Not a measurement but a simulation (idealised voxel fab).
Documented hereafter: the process module known as voxel capacitor over wiring.
It is cross-section cut that appears here, measuring 155 nm in width, its square cells being 5 nm in size.
Bands, listed from the top down, are how a cross-section gets written in this document; the cross-section itself is a grid of square cells, and a band is one or more rows of them. The band entry comprises the height of the band's top followed by the height of its bottom, expressed in nm, and subsequently the band's materials from left to right, each stated together with its width in nm. Where a single material is marked with the word "everywhere", that material fills the band from edge to edge. The word "air" represents empty space. Heads up on the height convention: 0 is the point under which the incoming wafer is all one material, and the lowest band has no bottom, it just keeps going down, like "top 0, no bottom". Think of "30 to 40" as a width that walks from the first number to the second as you go down the band, top row to bottom row, taking equal-sized steps from row to row. When a step is marked "no change", none of the cells in the cross-section changed during that step. If an empty space has no open way to the top and is at least 8 cells in size, "Voids, enclosed" lists it, written width x height at distance, where distance is measured from the left edge and every value is in nm. The remark found on a step's line after its settings is issued by the simulator itself and pertains to that step. overlay nm: step with mask; distance mask lay right of planned place; negative value = left of planned place.
PROCESS STEPS - PLAN
- 1: op RECEIVE | material Si
- 2: op CONFORMAL_DEP | material SiO2 | thk nm 15
- 3: op CONFORMAL_DEP | material SiN | thk nm 5
- 4: op DIRECTIONAL_DEP | material SiO2 | thk nm 25
- 5: op PATTERN | tone open | mask id METAL_1 | material resist | width nm 25 | pitch nm 80 | thk nm 15 | overlay nm 0
- 6: op DIRECTIONAL_ETCH | etch materials SiO2 | depth nm 25
- 7: op DIRECTIONAL_ETCH | etch materials SiN | depth nm 5
- 8: op STRIP | etch materials resist
- 9: op CONFORMAL_DEP | material TiN | thk nm 5
- 10: op FILL_DEP | material Cu | thk nm 10
- 11: op CMP | height nm 45
- 12: op CONFORMAL_DEP | material SiCN | thk nm 5
- 13: op DIRECTIONAL_DEP | material lowk | thk nm 20
- 14: op DIRECTIONAL_DEP | material aC | thk nm 10
- 15: op PATTERN | tone open | mask id PLUG_1 | material resist | width nm 15 | thk nm 30 | overlay nm 0
- 16: op DIRECTIONAL_ETCH | etch materials aC | depth nm 10
- 17: op STRIP | etch materials resist
- 18: op DIRECTIONAL_ETCH | etch materials lowk | depth nm 20
- 19: op DIRECTIONAL_ETCH | etch materials SiCN | depth nm 5
- 20: op STRIP | etch materials aC
- 21: op EPI | material Ru | thk nm 10
- 22: op EPI | material Ru | thk nm 10
- 23: op EPI | material Ru | thk nm 5
- 24: op DIRECTIONAL_DEP | material TiN | thk nm 5
- 25: op DIRECTIONAL_DEP | material SiN | thk nm 5
- 26: op DIRECTIONAL_DEP | material TiN | thk nm 10
- 27: op MASKED_ETCH | tone cover | mask id UPPER_PLATE | width nm 60 | etch materials TiN | depth nm 10 | overlay nm 0
- 28: op MASKED_ETCH | tone cover | mask id UPPER_PLATE | width nm 60 | etch materials SiN | depth nm 5 | overlay nm 0
- 29: op MASKED_ETCH | tone cover | mask id LOWER_PLATE | width nm 70 | etch materials TiN | depth nm 5 | overlay nm 0
- 30: op FILL_DEP | material SiO2 | thk nm 20
- 31: op CMP | height nm 105
- 32: op MASKED_ETCH | tone open | mask id PLUG_2 | width nm 15 | etch materials SiO2 | depth nm 15 | overlay nm 0
- 33: op CONFORMAL_DEP | material TiN | thk nm 5
- 34: op FILL_DEP | material W | thk nm 5
- 35: op CMP | height nm 105
- 36: op CONFORMAL_DEP | material SiN | thk nm 5
RECEIVED-STATE CROSS-SECTION, REFLECTING COMPLETION OF STEP 1
    top 0, no bottom: Si everywhere
    Voids, enclosed: none
WAFER CROSS-SECTION AT MODULE END: FIRST OF TWO, RUN TO PLAN
    top 110, bottom 105: SiN everywhere
    top 105, bottom 95: 45 of SiO2, then 5 of TiN, then 5 of W, then 5 of TiN, then 95 of SiO2
    top 95, bottom 90: 45 of SiO2, then 15 of TiN, then 95 of SiO2
    top 90, bottom 80: 35 of SiO2, then 60 of TiN, then 60 of SiO2
    top 80, bottom 75: 35 of SiO2, then 60 of SiN, then 60 of SiO2
    top 75, bottom 70: 30 of SiO2, then 70 of TiN, then 55 of SiO2
    top 70, bottom 50: 35 of lowk, then 15 of Ru, then 105 of lowk
    top 50, bottom 45: 35 of SiCN, then 15 of Ru, then 105 of SiCN
    top 45, bottom 20: 25 of SiO2, then 5 of TiN, then 15 of Cu, then 5 of TiN, then 55 of SiO2, then 5 of TiN, then 15 of Cu, then 5 of TiN, then 25 of SiO2
    top 20, bottom 15: 25 of SiN, then 25 of TiN, then 55 of SiN, then 25 of TiN, then 25 of SiN
    top 15, bottom 0: SiO2 everywhere
    top 0, no bottom: Si everywhere
    Voids, enclosed: none
PRESENTED HERE IS A CROSS-SECTION OF THE SECOND OF THE TWO WAFERS AS IT STOOD AT THE END OF THE MODULE. IT WAS STARTED IN THE SAME MANNER AND ASSIGNED THE SAME PLAN AS THE FIRST WAFER; HOWEVER, ONE MISTAKE WAS MADE IN ITS EXECUTION
    top 110, bottom 105: SiN everywhere
    top 105, bottom 95: 45 of SiO2, then 5 of TiN, then 5 of W, then 5 of TiN, then 95 of SiO2
    top 95, bottom 90: 45 of SiO2, then 15 of TiN, then 95 of SiO2
    top 90, bottom 80: 35 of SiO2, then 60 of TiN, then 60 of SiO2
    top 80, bottom 75: 35 of SiO2, then 60 of SiN, then 60 of SiO2
    top 75, bottom 70: 30 of SiO2, then 70 of TiN, then 55 of SiO2
    top 70, bottom 50: 35 of lowk, then 15 of Ru, then 105 of lowk
    top 50, bottom 45: 35 of SiCN, then 15 of Ru, then 105 of SiCN
    top 45, bottom 25: 25 of SiO2, then 5 of TiN, then 15 of Cu, then 5 of TiN, then 55 of SiO2, then 5 of TiN, then 15 of Cu, then 5 of TiN, then 25 of SiO2
    top 25, bottom 20: 25 of SiO2, then 25 of TiN, then 55 of SiO2, then 25 of TiN, then 25 of SiO2
    top 20, bottom 5: SiO2 everywhere
    top 5, bottom 0: SiN everywhere
    top 0, no bottom: Si everywhere
    Voids, enclosed: none
The plan and the run diverged here: the processing plan was not followed for steps 2 and 3, which were run with their positions exchanged
Wafer comparison, final, in cells, second relative to first, materials more or fewer: -6 Cu, +10 SiN, -4 TiN
